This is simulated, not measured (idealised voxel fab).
This section sets out a process module, namely voxel capacitor over wiring.
Displayed cross-section: cut, width of 240 nm, square cells sized 5 nm.
Bands, listed from the top down, are how a cross-section gets written in this document; the cross-section itself is a grid of square cells, and a band is one or more rows of them. Heads up on the band format: heights come first, top then bottom, in nm. After that it's the materials left to right, each with its width in nm. A single material flagged "edge to edge" fills the whole band edge to edge, and "air" means there's empty space there. Ref level 0: as-received wafer is one material below here. Bottom band extends down with no lower bound ("0 and below"). The two numbers in a width such as "30->40" mark its ends across the band: the first belongs to the top row of cells, the second to the bottom row, and from each row to the next the width moves by the same amount. "everything unchanged", as given for a step, is the statement that not any cell of the cross-section underwent a change during that step. Look at "Sealed cavities" for the closed voids: empty spaces with no open path to the top, sized 8 cells or up. Each is width x height at distance, distance from the left edge, all nm. Text after the settings on a step's line: the simulator's own remark on that step. The setting "overlay nm" may be written on the line of a step. When the step uses a mask, the value reports how far to the right of the planned place the mask lay, and a negative value reports that it lay to the left.

PLANNED PROCESS STEPS
1 op RECEIVE | material Si
2 op CONFORMAL_DEP | material SiO2 | thk nm 15
3 op CONFORMAL_DEP | material SiCN | thk nm 5
4 op DIRECTIONAL_DEP | material lowk | thk nm 15
5 op PATTERN | tone open | mask id METAL_1 | material resist | width nm 20 | pitch nm 70 | thk nm 20 | overlay nm 0
6 op DIRECTIONAL_ETCH | etch materials lowk | depth nm 15
7 op DIRECTIONAL_ETCH | etch materials SiCN | depth nm 5
8 op STRIP | etch materials resist
9 op CONFORMAL_DEP | material TiN | thk nm 5
10 op FILL_DEP | material Cu | thk nm 10
11 op CMP | height nm 35
12 op CONFORMAL_DEP | material SiCN | thk nm 5
13 op DIRECTIONAL_DEP | material lowk | thk nm 15
14 op MASKED_ETCH | tone open | mask id PLUG_1 | width nm 15 | etch materials lowk | depth nm 15 | overlay nm 0
15 op MASKED_ETCH | tone open | mask id PLUG_1 | width nm 15 | etch materials SiCN | depth nm 5 | overlay nm 0
16 op CONFORMAL_DEP | material TiN | thk nm 5
17 op FILL_DEP | material Cu | thk nm 10
18 op CMP | height nm 55
19 op DIRECTIONAL_DEP | material TiN | thk nm 5
20 op DIRECTIONAL_DEP | material HfO2 | thk nm 5
21 op DIRECTIONAL_DEP | material TiN | thk nm 5
22 op PATTERN | tone cover | mask id UPPER_PLATE | material resist | width nm 55 | thk nm 15 | overlay nm -15
23 op DIRECTIONAL_ETCH | etch materials TiN | depth nm 5
24 op DIRECTIONAL_ETCH | etch materials HfO2 | depth nm 5
25 op STRIP | etch materials resist
26 op DIRECTIONAL_DEP | material aC | thk nm 15
27 op PATTERN | tone cover | mask id LOWER_PLATE | material resist | width nm 65 | thk nm 30 | overlay nm 0
28 op DIRECTIONAL_ETCH | etch materials aC | depth nm 15
29 op STRIP | etch materials resist
30 op DIRECTIONAL_ETCH | etch materials TiN | depth nm 5
31 op STRIP | etch materials aC
32 op FILL_DEP | material SiO2 | thk nm 15
33 op CMP | height nm 80
34 op MASKED_ETCH | tone open | mask id PLUG_2 | width nm 15 | etch materials SiO2 | depth nm 10 | overlay nm 0
35 op CONFORMAL_DEP | material TiN | thk nm 5
36 op FILL_DEP | material Ru | thk nm 10
37 op CMP | height nm 80
38 op CONFORMAL_DEP | material SiN | thk nm 5
Where the wafers of this document differ is in the overlay nm of step 22; they start out the same, and the plan states the value that applied to the first wafer.

THE FIRST OF SEVERAL WAFERS AS RECEIVED, SHOWN IN CROSS-SECTION; THIS IS ITS STATE AFTER STEP 1
0 and below: Si edge to edge
Sealed cavities: none

FIRST OF SEVERAL WAFERS IN CROSS-SECTION AT MODULE END, FOLLOWING THE FINAL STEP, STEP 38
85 down to 80: SiN edge to edge
80 down to 75: SiO2: 90 / TiN: 5 / Ru: 5 / TiN: 5 / SiO2: 135
75 down to 65: SiO2: 90->75 / TiN: 15->45 / SiO2: 135->120
65 down to 60: SiO2: 65 / HfO2: 55 / SiO2: 120
60 down to 55: SiO2: 65 / TiN: 75 / SiO2: 100
55 down to 40: lowk: 80 / TiN: 5 / Cu: 5 / TiN: 5 / lowk: 145
40 down to 35: SiCN: 80 / TiN: 15 / SiCN: 145
35 down to 20: lowk: 75 / TiN: 5 / Cu: 10 / TiN: 5 / lowk: 50 / TiN: 5 / Cu: 10 / TiN: 5 / lowk: 75
20 down to 15: SiCN: 75 / TiN: 20 / SiCN: 50 / TiN: 20 / SiCN: 75
15 down to 0: SiO2 edge to edge
0 and below: Si edge to edge
Sealed cavities: none

THE MODULE'S END: A CROSS-SECTION OF THE LAST WAFER
85 down to 80: SiN edge to edge
80 down to 75: SiO2: 90 / TiN: 5 / Ru: 5 / TiN: 5 / SiO2: 135
75 down to 65: SiO2: 90->95 / TiN: 15->45 / SiO2: 135->100
65 down to 60: SiO2: 95 / HfO2: 55 / SiO2: 90
60 down to 55: SiO2: 75 / TiN: 75 / SiO2: 90
55 down to 40: lowk: 80 / TiN: 5 / Cu: 5 / TiN: 5 / lowk: 145
40 down to 35: SiCN: 80 / TiN: 15 / SiCN: 145
35 down to 20: lowk: 75 / TiN: 5 / Cu: 10 / TiN: 5 / lowk: 50 / TiN: 5 / Cu: 10 / TiN: 5 / lowk: 75
20 down to 15: SiCN: 75 / TiN: 20 / SiCN: 50 / TiN: 20 / SiCN: 75
15 down to 0: SiO2 edge to edge
0 and below: Si edge to edge
Sealed cavities: none

GAINED (+) OR LOST (-) CELLS OF EACH MATERIAL SINCE RECEIPT, THEN CLOSED VOIDS: ONE ROW PER WAFER, AT THE END OF THE MODULE
overlay nm -15; +15 Cu; +11 HfO2; +1 Ru; +85 SiCN; +48 SiN; +343 SiO2; +58 TiN; +255 lowk; Sealed cavities: none
overlay nm -10; +15 Cu; +11 HfO2; +1 Ru; +85 SiCN; +48 SiN; +343 SiO2; +58 TiN; +255 lowk; Sealed cavities: none
overlay nm -5; +15 Cu; +11 HfO2; +1 Ru; +85 SiCN; +48 SiN; +343 SiO2; +58 TiN; +255 lowk; Sealed cavities: none
overlay nm 0; +15 Cu; +11 HfO2; +1 Ru; +85 SiCN; +48 SiN; +343 SiO2; +58 TiN; +255 lowk; Sealed cavities: none
overlay nm 5; +15 Cu; +11 HfO2; +1 Ru; +85 SiCN; +48 SiN; +343 SiO2; +58 TiN; +255 lowk; Sealed cavities: none
overlay nm 10; +15 Cu; +11 HfO2; +1 Ru; +85 SiCN; +48 SiN; +343 SiO2; +58 TiN; +255 lowk; Sealed cavities: none
overlay nm 15; +15 Cu; +11 HfO2; +1 Ru; +85 SiCN; +48 SiN; +343 SiO2; +58 TiN; +255 lowk; Sealed cavities: none
